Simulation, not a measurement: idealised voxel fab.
Process module, titled voxel gate over fins
Cross-section cut: width 175 nm, square cells of 5 nm.
Bands, listed from the top down, are how a cross-section gets written in this document; the cross-section itself is a grid of square cells, and a band is one or more rows of them.
Heads up on the band format: heights come first, top then bottom, in nm. After that it's the materials left to right, each with its width in nm. A single material flagged "everywhere" fills the whole band edge to edge, and "air" means there's empty space there.
For the purposes of this specification, 0 denotes the height below which the wafer in its as-received condition is composed wholly of one material, and the lowermost band, lacking a lower limit, extends downward without end, as expressed in "0 -> down".
The width entry "30 to 40" should be interpreted row by row: the top row of cells in the band takes the first number, the bottom row takes the second number, and the change between adjacent rows is uniform throughout.
"no alterations made" for a step: no cell of the cross-section changed in that step.
The entry "Enclosed void catalog" lists the empty spaces that cover at least 8 cells and have no open path to the top. Each is written as width x height at distance, where the distance is measured from the left edge and all three values are in nm.
Step line, after settings: the simulator's comment on this step.
When a step includes a mask, the "overlay nm" setting on its line states how far to the right of its planned place that mask lay, and negative values state how far to the left.
THE PLANNED PROCESS STEPS ARE ENUMERATED HEREUNDER
- 1: RECEIVE, material Si
- 2: CONFORMAL_DEP, material SiN, thk nm 5
- 3: DIRECTIONAL_DEP, material aC, thk nm 15
- 4: PATTERN, tone cover, mask id FINS, material resist, width nm 15, pitch nm 35, thk nm 35, overlay nm 0
- 5: DIRECTIONAL_ETCH, etch materials aC, depth nm 15
- 6: STRIP, etch materials resist
- 7: DIRECTIONAL_ETCH, etch materials SiN, depth nm 5
- 8: DIRECTIONAL_ETCH, etch materials Si, depth nm 30
- 9: STRIP, etch materials aC
- 10: FILL_DEP, material SiO2, thk nm 5
- 11: CMP, height nm 5
- 12: SELECTIVE_ETCH, etch materials SiO2, depth nm 20
- 13: STRIP, etch materials SiN
- 14: CONFORMAL_DEP, material HfO2, thk nm 5
- 15: CONFORMAL_DEP, material TiN, thk nm 5
- 16: FILL_DEP, material W, thk nm 10
- 17: CMP, height nm 15
- 18: CONFORMAL_DEP, material SiCN, thk nm 10
CROSS-SECTIONAL VIEW OF THE WAFER IN ITS AS-RECEIVED CONDITION, CORRESPONDING TO THE STATE AFTER STEP 1
	0 -> down: Si everywhere
	Enclosed void catalog: none
FINAL CROSS-SECTION, MODULE RUN WITH ONE MISTAKE (START AND PLAN AS ABOVE)
	25 -> 15: SiCN everywhere
	15 -> 10: W everywhere
	10 -> 5: W 50 nm | TiN 70 nm | W 55 nm
	5 -> 0: TiN 55 nm | HfO2 25 nm | TiN 10 nm | HfO2 25 nm | TiN 60 nm
	0 -> -5: HfO2 60 nm | Si 15 nm | HfO2 20 nm | Si 15 nm | HfO2 65 nm
	-5 -> -30: SiO2 60 nm | Si 15 nm | SiO2 20 nm | Si 15 nm | SiO2 65 nm
	-30 -> down: Si everywhere
	Enclosed void catalog: none
Plan not followed: step 12 did not happen as planned, as run it was SELECTIVE_ETCH, etch materials SiO2, depth nm 10
